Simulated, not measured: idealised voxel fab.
This section sets out a process module, namely voxel self aligned vias.
Each square cell in cross-section cut measures 5 nm, and the section as a whole is 190 nm wide.
We lay out every cross-section as a grid of square cells and spell it out in bands from the top down, where one band means one or more rows of cells. Heights first: top, then bottom, in nm. Then materials, left to right, each with a width in nm. "full width" on a single material: fills the band edge to edge. "air": empty space. Height 0 is the level under which the wafer as received is all one material. The lowest band goes on downwards, as in "from 0 down". A two-number width, for instance "30->40", indicates that the width is equal to the first number in the top row of the band and to the second number in the bottom row, and that it changes by a constant amount per row of cells. For the purposes of this document, the phrase "nothing altered" attached to a step denotes that no cell within the cross-section was modified by that step. Look at "Unvented internal voids" for the closed voids: empty spaces with no open path to the top, sized 8 cells or up. Each is width x height at distance, distance from the left edge, all nm. Heads up: the bit after the settings on a step's line is the simulator's remark on that step. What "overlay nm" on a step's line means: if the step has a mask, that mask lay this far to the right of its planned place, or, when the value is negative, to the left.
-- Steps planned for the process
1 RECEIVE | material Si
2 CONFORMAL_DEP | material SiO2 | thk nm 15
3 CONFORMAL_DEP | material SiCN | thk nm 5
4 DIRECTIONAL_DEP | material lowk | thk nm 20
5 MASKED_ETCH | tone open | mask id LINES | width nm 25 | pitch nm 70 | etch materials lowk | depth nm 20 | overlay nm 0
6 CONFORMAL_DEP | material TiN | thk nm 5
7 FILL_DEP | material W | thk nm 5
8 CMP | height nm 40
9 SELECTIVE_ETCH | etch materials W Ru TiN | depth nm 5
10 FILL_DEP | material SiN | thk nm 10
11 CMP | height nm 40
12 DIRECTIONAL_DEP | material lowk | thk nm 15
13 DIRECTIONAL_DEP | material aC | thk nm 10
14 PATTERN | tone open | mask id VIAS | material resist | width nm 45 | thk nm 25 | overlay nm 0
15 DIRECTIONAL_ETCH | etch materials aC | depth nm 10
16 STRIP | etch materials resist
17 DIRECTIONAL_ETCH | etch materials lowk | depth nm 15
18 DIRECTIONAL_ETCH | etch materials SiN | depth nm 5
19 STRIP | etch materials aC
20 CONFORMAL_DEP | material TiN | thk nm 5
21 FILL_DEP | material Cu | thk nm 10
22 CMP | height nm 55
23 CONFORMAL_DEP | material SiN | thk nm 5
-- Cross-section, incoming material, after step 1
from 0 down = Si full width
Unvented internal voids: none
-- First wafer of two, sectioned at end of module; run went per plan
from 60 to 55 = SiN full width
from 55 to 45 = lowk: 35, TiN: 5, Cu: 35, TiN: 5, lowk: 110
from 45 to 40 = lowk: 35, TiN: 15, Cu: 15, TiN: 15, lowk: 110
from 40 to 35 = lowk: 45, TiN: 25, lowk: 45, SiN: 25, lowk: 50
from 35 to 25 = lowk: 45, TiN: 5, W: 15, TiN: 5, lowk: 45, TiN: 5, W: 15, TiN: 5, lowk: 50
from 25 to 20 = lowk: 45, TiN: 25, lowk: 45, TiN: 25, lowk: 50
from 20 to 15 = SiCN full width
from 15 to 0 = SiO2 full width
from 0 down = Si full width
Unvented internal voids: none
-- Second of two wafers, module complete, sectioned: it shares the first wafer's start and plan but was run with one mistake
from 60 to 55 = SiN full width
from 55 to 45 = lowk: 35, TiN: 5, Cu: 35, TiN: 5, lowk: 110
from 45 to 40 = lowk: 35, TiN: 15, Cu: 15, TiN: 15, lowk: 110
from 40 to 35 = lowk: 45, TiN: 25, lowk: 45, SiN: 25, lowk: 50
from 35 to 25 = lowk: 45, TiN: 5, W: 15, TiN: 5, lowk: 45, TiN: 5, W: 15, TiN: 5, lowk: 50
from 25 to 20 = lowk: 45, TiN: 25, lowk: 45, TiN: 25, lowk: 50
from 20 to 5 = SiO2 full width
from 5 to 0 = SiCN full width
from 0 down = Si full width
Unvented internal voids: none
Against the plan, the run slipped here: mixed up steps 2 and 3 - ran each in the other's place
The two final wafers agree on how many cells each material fills and disagree on which cells those are.
